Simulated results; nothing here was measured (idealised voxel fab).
process module | voxel released beams
cross-section cut | 280 nm wide | cells 5 nm
A cross-section is a grid of square cells, given in bands from the top down. A band is one or more rows of cells.
Each band's line starts with the height of the band's top and of its bottom, in nm. Then come its materials from left to right, each with its width in nm. One material with "throughout" fills the band from edge to edge. "air" is empty space.
Height 0 is the level under which the wafer as received is all one material. The lowest band goes on downwards, as in "0 down".
A width such as "30 to 40" changes by the same amount from each row of cells to the next, from the band's top row to its bottom row.
"no change" after a step means that no cell of the cross-section changed.
closed voids: empty space of 8 cells or more with no open way to the top, each as width x height at its distance from the left edge, in nm
after a step's settings: what the simulator itself notes on the step
overlay nm, on a step with a mask: how far to the right of its planned place the mask lay; to the left if negative
plan
1 op RECEIVE | material Si
2 op CONFORMAL_DEP | material Al2O3 | thk nm 10
3 op DIRECTIONAL_DEP | material SiO2 | thk nm 15
4 op DIRECTIONAL_DEP | material aC | thk nm 15
5 op PATTERN | tone open | mask id ANCHOR | material resist | width nm 40 | thk nm 30 | overlay nm 0
6 op DIRECTIONAL_ETCH | etch materials aC | depth nm 15
7 op STRIP | etch materials resist
8 op DIRECTIONAL_ETCH | etch materials SiO2 | depth nm 15
9 op STRIP | etch materials aC
10 op CONFORMAL_DEP | material SiN | thk nm 15
11 op DIRECTIONAL_DEP | material aC | thk nm 15
12 op PATTERN | tone cover | mask id BEAM | material resist | width nm 110 | thk nm 35 | overlay nm 0
13 op DIRECTIONAL_ETCH | etch materials aC | depth nm 15
14 op STRIP | etch materials resist
15 op DIRECTIONAL_ETCH | etch materials SiN | depth nm 15
16 op STRIP | etch materials aC
17 op STRIP | etch materials SiO2
as received, after step 1
  0 down: Si throughout
  closed voids: none
first wafer at the end, as planned
  40 to 25: air 80 | SiN 20 | air 10 | SiN 80 | air 90
  25 to 10: air 85 | SiN 40 | air 155
  10 to 0: Al2O3 throughout
  0 down: Si throughout
  closed voids: none
second wafer at the end: like start, like plan, one mistake
  30 to 15: air 80 | SiN 20 | air 10 | SiN 80 | air 90
  15 to 0: air 85 | SiN 40 | air 155
  0 down: Si throughout
  closed voids: none
what went wrong: step 2 was left out
at the end the second wafer has, in cells: 112 fewer of Al2O3
